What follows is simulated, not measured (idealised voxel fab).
Process module in this document: voxel quadruple lines
Each square cell in cross-section cut measures 5 nm, and the section as a whole is 275 nm wide.
Cross-section format: a grid of square cells, given as bands from top to bottom; each band is one or more rows of cells.
Band: top height; bottom height; in nm. Then, left to right: material with width in nm, for each material. "throughout": a single material spanning edge to edge. "air": empty space.
Note: height 0 marks the level under which the wafer is uniformly one material as received. Lowest band unbounded below, written "0 -> down".
A width given as "30 to 40" starts at the first number in the band's top row and ends at the second number in its bottom row, shifting by an equal amount at every step from row to row.
No cell of the cross-section changed in a step that is given as "left unchanged".
You'll see "Closed void listing" listing empty spaces that have no way open to the top, as long as they're 8 cells or more; the notation is width x height at distance, where the distance is from the left edge, and all of it is in nm.
It should be noted that, on the line of a given step, the content following the step's settings is a remark produced by the simulator itself with respect to that step.
On any step carrying a mask, the "overlay nm" setting, if present on the step's line, tells how far right of its planned place the mask lay; negative values point to the left.

SO HERE'S THE LINEUP OF PROCESS STEPS WE PLANNED
1,RECEIVE: material Si
2,CONFORMAL_DEP: material SiO2, thk nm 10
3,DIRECTIONAL_DEP: material W, thk nm 10
4,DIRECTIONAL_DEP: material polySi, thk nm 15
5,DIRECTIONAL_DEP: material aC, thk nm 25
6,PATTERN: tone cover, mask id MANDREL, material resist, width nm 30, thk nm 35, overlay nm 0
7,DIRECTIONAL_ETCH: etch materials aC, depth nm 25
8,STRIP: etch materials resist
9,CONFORMAL_DEP: material SiO2, thk nm 10
10,DIRECTIONAL_ETCH: etch materials SiO2, depth nm 10
11,STRIP: etch materials aC
12,DIRECTIONAL_ETCH: etch materials polySi, depth nm 15
13,STRIP: etch materials SiO2
14,CONFORMAL_DEP: material SiCN, thk nm 10
15,DIRECTIONAL_ETCH: etch materials SiCN, depth nm 10
16,STRIP: etch materials polySi
17,DIRECTIONAL_ETCH: etch materials W, depth nm 10
18,STRIP: etch materials SiCN

CROSS-SECTION OF THE WAFER AS IT CAME TO US, I.E., ALREADY THROUGH STEP 1
	0 -> down  Si throughout
	Closed void listing: none

END-OF-MODULE CROSS-SECTION OF THE FIRST OF TWO WAFERS, PROCESSED AS PLANNED
	20 -> 10  air (100), W (10), air (10), W (10), air (10), W (10), air (10), W (10), air (105)
	10 -> 0  SiO2 throughout
	0 -> down  Si throughout
	Closed void listing: none

CROSS-SECTION, WAFER TWO OF TWO, END OF MODULE: SAME START AND PLAN AS WAFER ONE, ONE ERROR IN EXECUTION
	20 -> 10  air (105), W (5), air (10), W (5), air (20), W (5), air (10), W (5), air (110)
	10 -> 0  SiO2 throughout
	0 -> down  Si throughout
	Closed void listing: none
Against the plan, the run slipped here: not per plan at step 14, really ran CONFORMAL_DEP: material SiCN, thk nm 5
Counted in cells at the end, the second wafer holds more or fewer of these materials than the first: 8 fewer of W
